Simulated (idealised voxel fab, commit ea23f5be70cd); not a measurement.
This is a process module. Its name is voxel self aligned vias.
Displayed cross-section: cut, width of 300 nm, square cells sized 5 nm.
When this document writes out a cross-section, it uses a grid of square cells and lists it as bands, beginning at the top and moving down, with a band standing for one or more rows of cells.
Quick guide to a band line: top height, bottom height (nm) up front; then every material left to right with its width in nm. Only one material and it's marked "throughout"? Then it fills the band edge to edge. And "air" just means empty space.
Height datum 0, below which the as-received substrate wafer is one material. Lowest band open at the bottom, running downward: "top 0, no bottom".
You'd read "30->40" like this: the band's top row of cells is as wide as the first number, its bottom row is as wide as the second, and going down, every row changes width by the same amount as the row before did.
Key: "no change occurred" - step with no changed cell in the cross-section.
Entry "Enclosed void inventory" = empty spaces >= 8 cells with no open way to the top; each as width x height at distance, distance from left edge, all nm.
Step line, after settings: the simulator's comment on this step.
"overlay nm", when on a step's line for a step with a mask, measures how far to the right of its planned place the mask lay; a negative measure means to the left.
-- Below is the list of planned process steps
1. RECEIVE | material Si
2. CONFORMAL_DEP | material SiO2 | thk nm 15
3. CONFORMAL_DEP | material SiCN | thk nm 5
4. DIRECTIONAL_DEP | material lowk | thk nm 20
5. DIRECTIONAL_DEP | material aC | thk nm 10
6. PATTERN | tone open | mask id LINES | material resist | width nm 20 | pitch nm 60 | thk nm 30 | overlay nm 0
7. DIRECTIONAL_ETCH | etch materials aC | depth nm 10
8. STRIP | etch materials resist
9. DIRECTIONAL_ETCH | etch materials lowk | depth nm 20
10. STRIP | etch materials aC
11. CONFORMAL_DEP | material TiN | thk nm 5
12. FILL_DEP | material W | thk nm 5
13. CMP | height nm 40
14. SELECTIVE_ETCH | etch materials W Ru TiN | depth nm 10
15. FILL_DEP | material SiN | thk nm 10
16. CMP | height nm 40
17. DIRECTIONAL_DEP | material lowk | thk nm 15
18. PATTERN | tone open | mask id VIAS | material resist | width nm 40 | pitch nm 60 | thk nm 20 | overlay nm 0
19. DIRECTIONAL_ETCH | etch materials lowk | depth nm 15
20. DIRECTIONAL_ETCH | etch materials SiN | depth nm 10
21. STRIP | etch materials resist
22. CONFORMAL_DEP | material TiN | thk nm 5
23. FILL_DEP | material W | thk nm 5
24. CMP | height nm 55
25. CONFORMAL_DEP | material SiN | thk nm 5
-- Of two wafers, the first: run according to plan
-- Cross-section, incoming material, after step 1
- top 0, no bottom: Si throughout
- Enclosed void inventory: none
-- State of the wafer after step 2, shown in cross-section
- top 15, bottom 0: SiO2 throughout
- Everything below 0 is unchanged.
-- State of the wafer after step 3, shown in cross-section
- top 20, bottom 15: SiCN throughout
- Everything below 15 is unchanged.
-- State of the wafer after step 4, shown in cross-section
- top 40, bottom 20: lowk throughout
- Everything below 20 is unchanged.
-- State of the wafer after step 5, shown in cross-section
- top 50, bottom 40: aC throughout
- Everything below 40 is unchanged.
-- State of the wafer after step 6, shown in cross-section
- top 80, bottom 50: resist: 110, air: 20, resist: 40, air: 20, resist: 110
- Everything below 50 is unchanged.
-- State of the wafer after step 7, shown in cross-section
- top 70, bottom 50: resist: 110, air: 20, resist: 40, air: 20, resist: 110
- top 50, bottom 40: aC: 110, air: 20, aC: 40, air: 20, aC: 110
- Everything below 40 is unchanged.
-- State of the wafer after step 8, shown in cross-section
- top 50, bottom 40: aC: 110, air: 20, aC: 40, air: 20, aC: 110
- Everything below 40 is unchanged.
-- State of the wafer after step 9, shown in cross-section
- top 50, bottom 40: aC: 110, air: 20, aC: 40, air: 20, aC: 110
- top 40, bottom 20: lowk: 110, air: 20, lowk: 40, air: 20, lowk: 110
- Everything below 20 is unchanged.
-- State of the wafer after step 10, shown in cross-section
- top 40, bottom 20: lowk: 110, air: 20, lowk: 40, air: 20, lowk: 110
- Everything below 20 is unchanged.
-- State of the wafer after step 11, shown in cross-section
- top 45, bottom 40: TiN: 115, air: 10, TiN: 50, air: 10, TiN: 115
- top 40, bottom 25: lowk: 110, TiN: 5, air: 10, TiN: 5, lowk: 40, TiN: 5, air: 10, TiN: 5, lowk: 110
- top 25, bottom 20: lowk: 110, TiN: 20, lowk: 40, TiN: 20, lowk: 110
- Everything below 20 is unchanged.
-- State of the wafer after step 12, shown in cross-section
- top 50, bottom 45: W throughout
- top 45, bottom 40: TiN: 115, W: 10, TiN: 50, W: 10, TiN: 115
- top 40, bottom 25: lowk: 110, TiN: 5, W: 10, TiN: 5, lowk: 40, TiN: 5, W: 10, TiN: 5, lowk: 110
- Everything below 25 is unchanged.
-- State of the wafer after step 13, shown in cross-section
- top 40, bottom 25: lowk: 110, TiN: 5, W: 10, TiN: 5, lowk: 40, TiN: 5, W: 10, TiN: 5, lowk: 110
- Everything below 25 is unchanged.
-- State of the wafer after step 14, shown in cross-section
- top 40, bottom 30: lowk: 110, air: 20, lowk: 40, air: 20, lowk: 110
- Everything below 30 is unchanged.
-- State of the wafer after step 15, shown in cross-section
- top 50, bottom 40: SiN throughout
- top 40, bottom 30: lowk: 110, SiN: 20, lowk: 40, SiN: 20, lowk: 110
- Everything below 30 is unchanged.
-- State of the wafer after step 16, shown in cross-section
- top 40, bottom 30: lowk: 110, SiN: 20, lowk: 40, SiN: 20, lowk: 110
- Everything below 30 is unchanged.
-- State of the wafer after step 17, shown in cross-section
- top 55, bottom 40: lowk throughout
- Everything below 40 is unchanged.
-- State of the wafer after step 18, shown in cross-section
- top 75, bottom 55: resist: 100, air: 40, resist: 20, air: 40, resist: 100
- Everything below 55 is unchanged.
-- State of the wafer after step 19, shown in cross-section
- top 75, bottom 55: resist: 100, air: 40, resist: 20, air: 40, resist: 100
- top 55, bottom 40: lowk: 100, air: 40, lowk: 20, air: 40, lowk: 100
- Everything below 40 is unchanged.
-- State of the wafer after step 20, shown in cross-section
- top 75, bottom 55: resist: 100, air: 40, resist: 20, air: 40, resist: 100
- top 55, bottom 40: lowk: 100, air: 40, lowk: 20, air: 40, lowk: 100
- top 40, bottom 30: lowk: 110, air: 20, lowk: 40, air: 20, lowk: 110
- Everything below 30 is unchanged.
-- State of the wafer after step 21, shown in cross-section
- top 55, bottom 40: lowk: 100, air: 40, lowk: 20, air: 40, lowk: 100
- Everything below 40 is unchanged.
-- State of the wafer after step 22, shown in cross-section
- top 60, bottom 55: TiN: 105, air: 30, TiN: 30, air: 30, TiN: 105
- top 55, bottom 45: lowk: 100, TiN: 5, air: 30, TiN: 5, lowk: 20, TiN: 5, air: 30, TiN: 5, lowk: 100
- top 45, bottom 35: lowk: 100->110, TiN: 15->5, air: 10, TiN: 15->5, lowk: 20->40, TiN: 15->5, air: 10, TiN: 15->5, lowk: 100->110
- top 35, bottom 30: lowk: 110, TiN: 20, lowk: 40, TiN: 20, lowk: 110
- Everything below 30 is unchanged.
-- State of the wafer after step 23, shown in cross-section
- top 65, bottom 60: W throughout
- top 60, bottom 55: TiN: 105, W: 30, TiN: 30, W: 30, TiN: 105
- top 55, bottom 45: lowk: 100, TiN: 5, W: 30, TiN: 5, lowk: 20, TiN: 5, W: 30, TiN: 5, lowk: 100
- top 45, bottom 35: lowk: 100->110, TiN: 15->5, W: 10, TiN: 15->5, lowk: 20->40, TiN: 15->5, W: 10, TiN: 15->5, lowk: 100->110
- Everything below 35 is unchanged.
-- State of the wafer after step 24, shown in cross-section
- top 55, bottom 45: lowk: 100, TiN: 5, W: 30, TiN: 5, lowk: 20, TiN: 5, W: 30, TiN: 5, lowk: 100
- Everything below 45 is unchanged.
-- State of the wafer after step 25, shown in cross-section
- top 60, bottom 55: SiN throughout
- Everything below 55 is unchanged.
-- The second wafer was prepared from the same starting point and under the same plan as the first; its processing contained one mistake, and it remains indistinguishable from the first wafer up to and including step 17
-- Second wafer at the planned finish of step 18, seen in cross-section
- top 75, bottom 55: air: 100, resist: 40, air: 20, resist: 40, air: 100
- Everything below 55 is unchanged.
-- Second wafer at the planned finish of step 19, seen in cross-section
- top 75, bottom 55: air: 100, resist: 40, air: 20, resist: 40, air: 100
- top 55, bottom 40: air: 100, lowk: 40, air: 20, lowk: 40, air: 100
- Everything below 40 is unchanged.
Second wafer at the planned finish of step 20, seen in cross-section: no change occurred
-- Second wafer at the planned finish of step 21, seen in cross-section
- top 55, bottom 40: air: 100, lowk: 40, air: 20, lowk: 40, air: 100
- Everything below 40 is unchanged.
-- Second wafer at the planned finish of step 22, seen in cross-section
- top 60, bottom 55: air: 95, TiN: 50, air: 10, TiN: 50, air: 95
- top 55, bottom 45: air: 95, TiN: 5, lowk: 40, TiN: 5, air: 10, TiN: 5, lowk: 40, TiN: 5, air: 95
- top 45, bottom 40: TiN: 100, lowk: 40, TiN: 20, lowk: 40, TiN: 100
- Everything below 40 is unchanged.
-- Second wafer at the planned finish of step 23, seen in cross-section
- top 65, bottom 60: W throughout
- top 60, bottom 55: W: 95, TiN: 50, W: 10, TiN: 50, W: 95
- top 55, bottom 45: W: 95, TiN: 5, lowk: 40, TiN: 5, W: 10, TiN: 5, lowk: 40, TiN: 5, W: 95
- Everything below 45 is unchanged.
-- Second wafer at the planned finish of step 24, seen in cross-section
- top 55, bottom 45: W: 95, TiN: 5, lowk: 40, TiN: 5, W: 10, TiN: 5, lowk: 40, TiN: 5, W: 95
- Everything below 45 is unchanged.
-- Second wafer at the planned finish of step 25, seen in cross-section
- top 60, bottom 55: SiN throughout
- Everything below 55 is unchanged.
Diagnosis: step 18 ran as: PATTERN | tone cover | mask id VIAS | material resist | width nm 40 | pitch nm 60 | thk nm 20 | overlay nm 0
End check, counted in cells, second wafer has more or fewer of these materials than the first: SiN: 16 more, TiN: 20 more, W: 48 more, lowk: 84 fewer
